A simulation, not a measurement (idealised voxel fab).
process module | voxel spacer lines
cross-section cut | 300 nm wide | cells 5 nm
A cross-section is a grid of square cells, given in bands from the top down. A band is one or more rows of cells.
Each band's line starts with the height of the band's top and of its bottom, in nm. Then come its materials from left to right, each with its width in nm. One material with "throughout" fills the band from edge to edge. "air" is empty space.
Height 0 is the level under which the wafer as received is all one material. The lowest band goes on downwards, as in "0 down".
A width such as "30 to 40" changes by the same amount from each row of cells to the next, from the band's top row to its bottom row.
"no change" after a step means that no cell of the cross-section changed.
closed voids: empty space of 8 cells or more with no open way to the top, each as width x height at its distance from the left edge, in nm
after a step's settings: what the simulator itself notes on the step
overlay nm, on a step with a mask: how far to the right of its planned place the mask lay; to the left if negative
plan
1 op RECEIVE | material Si
2 op CONFORMAL_DEP | material Al2O3 | thk nm 10
3 op DIRECTIONAL_DEP | material TiN | thk nm 15
4 op DIRECTIONAL_DEP | material aC | thk nm 30
5 op PATTERN | tone cover | mask id MANDREL | material resist | width nm 15 | pitch nm 60 | thk nm 35 | overlay nm 0
6 op DIRECTIONAL_ETCH | etch materials aC | depth nm 30
7 op STRIP | etch materials resist
8 op CONFORMAL_DEP | material SiO2 | thk nm 10
9 op DIRECTIONAL_ETCH | etch materials SiO2 | depth nm 10
10 op STRIP | etch materials aC
11 op DIRECTIONAL_ETCH | etch materials TiN | depth nm 15
12 op STRIP | etch materials SiO2
varied across the wafers: width nm of step 5. The plan shows the first wafer's value. All wafers start alike
first wafer as received, after step 1
  0 down: Si throughout
  closed voids: none
each wafer at the end: cells of each material gained (+) or lost (-) since it was received, then its closed voids
width nm 15 | +120 Al2O3 | +36 TiN | closed voids: none
width nm 20 | +120 Al2O3 | +36 TiN | closed voids: none
width nm 25 | +120 Al2O3 | +36 TiN | closed voids: none
width nm 30 | +120 Al2O3 | +36 TiN | closed voids: none
width nm 35 | +120 Al2O3 | +36 TiN | closed voids: none
